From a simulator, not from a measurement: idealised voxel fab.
This is a process module. Its name is voxel transistor to metal.
Displayed cross-section: cut, width of 190 nm, square cells sized 5 nm.
In what follows, cross-sections appear as grids of square cells, described through bands that run from the top down, where every band is one or more rows of cells.
Within each band entry, the heights of the top and of the bottom of the band appear first, in that order and in nm; the materials of the band then follow from left to right, each with its corresponding width in nm. The designation "everywhere" on a single material indicates that it fills the band from edge to edge; the designation "air" indicates empty space.
Height 0 is the level under which the wafer as received is all one material. The lowest band goes on downwards, as in "from 0 down".
A two-number width, for instance "30..40", indicates that the width is equal to the first number in the top row of the band and to the second number in the bottom row, and that it changes by a constant amount per row of cells.
"no change occurred" for a step: no cell of the cross-section changed in that step.
Entry "Internal closed voids" = empty spaces >= 8 cells with no open way to the top; each as width x height at distance, distance from left edge, all nm.
It should be noted that, on the line of a given step, the content following the step's settings is a remark produced by the simulator itself with respect to that step.
"overlay nm" answers the question of how far to the right of plan the mask lay on a step that has a mask, and when it is negative the answer is to the left.
## Process steps - plan
1,RECEIVE,material Si
2,CONFORMAL_DEP,material SiO2,thk nm 5
3,CONFORMAL_DEP,material SiN,thk nm 10
4,DIRECTIONAL_DEP,material aC,thk nm 10
5,PATTERN,tone cover,mask id ACTIVE,material resist,width nm 85,thk nm 30,overlay nm 0
6,DIRECTIONAL_ETCH,etch materials aC,depth nm 10
7,STRIP,etch materials resist
8,DIRECTIONAL_ETCH,etch materials SiN,depth nm 10
9,DIRECTIONAL_ETCH,etch materials SiO2,depth nm 5
10,DIRECTIONAL_ETCH,etch materials Si,depth nm 30
11,STRIP,etch materials aC
12,FILL_DEP,material SiO2,thk nm 10
13,CMP,height nm 15
14,SELECTIVE_ETCH,etch materials SiO2,depth nm 5
15,STRIP,etch materials SiN
16,SELECTIVE_ETCH,etch materials SiO2,depth nm 5
17,OXIDIZE,depth nm 5
18,DIRECTIONAL_DEP,material polySi,thk nm 25
19,DIRECTIONAL_DEP,material SiCN,thk nm 15
20,MASKED_ETCH,tone cover,mask id GATE,width nm 15,etch materials SiCN,depth nm 25,overlay nm 0
21,MASKED_ETCH,tone cover,mask id GATE,width nm 15,etch materials polySi,depth nm 35,overlay nm 0
22,CONFORMAL_DEP,material SiN,thk nm 5
23,DIRECTIONAL_ETCH,etch materials SiN,depth nm 5
24,DIRECTIONAL_ETCH,etch materials SiO2,depth nm 5
25,EPI,material nSi,thk nm 5
26,FILL_DEP,material SiO2,thk nm 10
27,CMP,height nm 40
28,DIRECTIONAL_DEP,material SiO2,thk nm 10
29,DIRECTIONAL_DEP,material aC,thk nm 10
30,PATTERN,tone open,mask id CONTACT,material resist,width nm 25,pitch nm 50,thk nm 30,overlay nm 0
31,DIRECTIONAL_ETCH,etch materials aC,depth nm 10
32,STRIP,etch materials resist
33,DIRECTIONAL_ETCH,etch materials SiO2,depth nm 50
34,STRIP,etch materials aC
35,CONFORMAL_DEP,material TiN,thk nm 5
36,FILL_DEP,material W,thk nm 5
37,CMP,height nm 50
38,CONFORMAL_DEP,material SiN,thk nm 5
39,DIRECTIONAL_DEP,material lowk,thk nm 25
40,PATTERN,tone open,mask id METAL_1,material resist,width nm 15,pitch nm 60,thk nm 20,overlay nm 0
41,DIRECTIONAL_ETCH,etch materials lowk,depth nm 25
42,DIRECTIONAL_ETCH,etch materials SiN,depth nm 5
43,STRIP,etch materials resist
44,CONFORMAL_DEP,material TiN,thk nm 5
45,FILL_DEP,material Ru,thk nm 5
46,CMP,height nm 80
47,CONFORMAL_DEP,material SiCN,thk nm 5
## This is the cross-section of the wafer as we received it, i.e. after step 1
from 0 down | Si everywhere
Internal closed voids: none
## First wafer of two, sectioned at end of module; run went per plan
from 85 to 80 | SiCN everywhere
from 80 to 55 | 55 of lowk; 5 of TiN; 5 of Ru; 5 of TiN; 45 of lowk; 5 of TiN; 5 of Ru; 5 of TiN; 60 of lowk
from 55 to 50 | 55 of SiN; 15 of TiN; 45 of SiN; 15 of TiN; 60 of SiN
from 50 to 40 | 55 of SiO2; 5 of TiN; 15 of W; 5 of TiN; 25 of SiO2; 5 of TiN; 15 of W; 5 of TiN; 60 of SiO2
from 40 to 25 | 55 of SiO2; 5 of TiN; 15 of W; 5 of TiN; 5 of SiN; 15 of SiCN; 5 of SiN; 5 of TiN; 15 of W; 5 of TiN; 60 of SiO2
from 25 to 5 | 55 of SiO2; 5 of TiN; 15 of W; 5 of TiN; 5 of SiN; 15 of polySi; 5 of SiN; 5 of TiN; 15 of W; 5 of TiN; 60 of SiO2
from 5 to 0 | 45 of SiO2; 5 of SiN; 5 of SiO2; 25 of TiN; 5 of SiN; 15 of polySi; 5 of SiN; 25 of TiN; 5 of SiO2; 5 of SiN; 50 of SiO2
from 0 to -5 | 50 of SiO2; 30 of nSi; 25 of SiO2; 30 of nSi; 55 of SiO2
from -5 to -30 | 50 of SiO2; 85 of Si; 55 of SiO2
from -30 down | Si everywhere
Internal closed voids: none
## Module end: cross-section of wafer two of two. Same start and process plan as the first wafer. One mistake during execution
from 85 to 80 | SiCN everywhere
from 80 to 55 | 55 of lowk; 5 of TiN; 5 of Ru; 5 of TiN; 45 of lowk; 5 of TiN; 5 of Ru; 5 of TiN; 60 of lowk
from 55 to 50 | 55 of SiN; 15 of TiN; 45 of SiN; 15 of TiN; 60 of SiN
from 50 to 40 | 55 of SiO2; 5 of TiN; 15 of W; 5 of TiN; 25 of SiO2; 5 of TiN; 15 of W; 5 of TiN; 60 of SiO2
from 40 to 30 | 55 of SiO2; 5 of TiN; 15 of W; 5 of TiN; 5 of SiN; 15 of SiCN; 5 of SiN; 5 of TiN; 15 of W; 5 of TiN; 60 of SiO2
from 30 to 25 | 55 of SiO2; 5 of TiN; 10 of W; 10 of TiN; 5 of SiN; 15 of SiCN; 5 of SiN; 10 of TiN; 10 of W; 5 of TiN; 60 of SiO2
from 25 to 5 | 55 of SiO2; 5 of TiN; 10 of W; 5 of TiN; 5 of SiN; 25 of polySi; 5 of SiN; 5 of TiN; 10 of W; 5 of TiN; 60 of SiO2
from 5 to 0 | 45 of SiO2; 5 of SiN; 5 of SiO2; 20 of TiN; 5 of SiN; 25 of polySi; 5 of SiN; 20 of TiN; 5 of SiO2; 5 of SiN; 50 of SiO2
from 0 to -5 | 50 of SiO2; 25 of nSi; 35 of SiO2; 25 of nSi; 55 of SiO2
from -5 to -30 | 50 of SiO2; 85 of Si; 55 of SiO2
from -30 down | Si everywhere
Internal closed voids: none
Error vs. plan: for step 21, the planned setting was not used; the step was instead run as MASKED_ETCH,tone cover,mask id GATE,width nm 25,etch materials polySi,depth nm 35,overlay nm 0
at the end the second wafer has, in cells: +2 SiO2 | -10 W | -2 nSi | +10 polySi
